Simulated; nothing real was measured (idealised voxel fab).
process module | voxel released beams
cross-section cut | 250 nm wide | cells 5 nm
A cross-section is a grid of square cells, given in bands from the top down. A band is one or more rows of cells.
Each band's line starts with the height of the band's top and of its bottom, in nm. Then come its materials from left to right, each with its width in nm. One material with "throughout" fills the band from edge to edge. "air" is empty space.
Height 0 is the level under which the wafer as received is all one material. The lowest band goes on downwards, as in "0 down".
A width such as "30 to 40" changes by the same amount from each row of cells to the next, from the band's top row to its bottom row.
"no change" after a step means that no cell of the cross-section changed.
closed voids: empty space of 8 cells or more with no open way to the top, each as width x height at its distance from the left edge, in nm
after a step's settings: what the simulator itself notes on the step
overlay nm, on a step with a mask: how far to the right of its planned place the mask lay; to the left if negative
plan
1 op RECEIVE | material Si
2 op CONFORMAL_DEP | material Al2O3 | thk nm 10
3 op DIRECTIONAL_DEP | material SiO2 | thk nm 15
4 op MASKED_ETCH | tone open | mask id ANCHOR | width nm 25 | etch materials SiO2 | depth nm 15 | overlay nm 0
5 op CONFORMAL_DEP | material W | thk nm 10
6 op DIRECTIONAL_DEP | material aC | thk nm 15
7 op PATTERN | tone cover | mask id BEAM | material resist | width nm 110 | thk nm 30 | overlay nm 0
8 op DIRECTIONAL_ETCH | etch materials aC | depth nm 15
9 op STRIP | etch materials resist
10 op DIRECTIONAL_ETCH | etch materials W | depth nm 10
11 op STRIP | etch materials aC
12 op STRIP | etch materials SiO2
first wafer, as planned
as received, after step 1
  0 down: Si throughout
  closed voids: none
after step 2
  10 to 0: Al2O3 throughout
  below 0: unchanged
after step 3
  25 to 10: SiO2 throughout
  below 10: unchanged
after step 4
  25 to 10: SiO2 70 | air 25 | SiO2 155
  below 10: unchanged
after step 5
  35 to 25: W 80 | air 5 | W 165
  25 to 20: SiO2 70 | W 10 | air 5 | W 10 | SiO2 155
  20 to 10: SiO2 70 | W 25 | SiO2 155
  below 10: unchanged
after step 6
  50 to 35: aC 80 | air 5 | aC 165
  35 to 25: W 80 | aC 5 | W 165
  25 to 20: SiO2 70 | W 10 | aC 5 | W 10 | SiO2 155
  below 20: unchanged
after step 7
  80 to 50: air 65 | resist 110 | air 75
  50 to 35: aC 80 | resist 5 | aC 165
  below 35: unchanged
after step 8
  65 to 50: air 65 | resist 110 | air 75
  50 to 35: air 65 | aC 15 | resist 5 | aC 90 | air 75
  below 35: unchanged
after step 9
  50 to 35: air 65 | aC 15 | air 5 | aC 90 | air 75
  below 35: unchanged
after step 10
  50 to 35: air 65 | aC 15 | air 5 | aC 90 | air 75
  35 to 25: air 65 | W 15 | aC 5 | W 90 | air 75
  below 25: unchanged
after step 11
  35 to 25: air 65 | W 15 | air 5 | W 90 | air 75
  25 to 20: SiO2 70 | W 10 | air 5 | W 10 | SiO2 155
  below 20: unchanged
after step 12
  35 to 25: air 65 | W 15 | air 5 | W 90 | air 75
  25 to 20: air 70 | W 10 | air 5 | W 10 | air 155
  20 to 10: air 70 | W 25 | air 155
  below 10: unchanged
second wafer: like start, like plan, one mistake. Through step 2 it matches the first wafer
when step 3 should have ended: no change
when step 4 should have ended: no change
when step 5 should have ended
  20 to 10: W throughout
  below 10: unchanged
when step 6 should have ended
  35 to 20: aC throughout
  below 20: unchanged
when step 7 should have ended
  65 to 35: air 65 | resist 110 | air 75
  below 35: unchanged
when step 8 should have ended
  50 to 35: air 65 | resist 110 | air 75
  35 to 20: air 65 | aC 110 | air 75
  below 20: unchanged
when step 9 should have ended
  35 to 20: air 65 | aC 110 | air 75
  below 20: unchanged
when step 10 should have ended
  35 to 20: air 65 | aC 110 | air 75
  20 to 10: air 65 | W 110 | air 75
  below 10: unchanged
when step 11 should have ended
  20 to 10: air 65 | W 110 | air 75
  below 10: unchanged
when step 12 should have ended: no change
what went wrong: step 3 was left out
at the end the second wafer has, in cells: 12 fewer of W
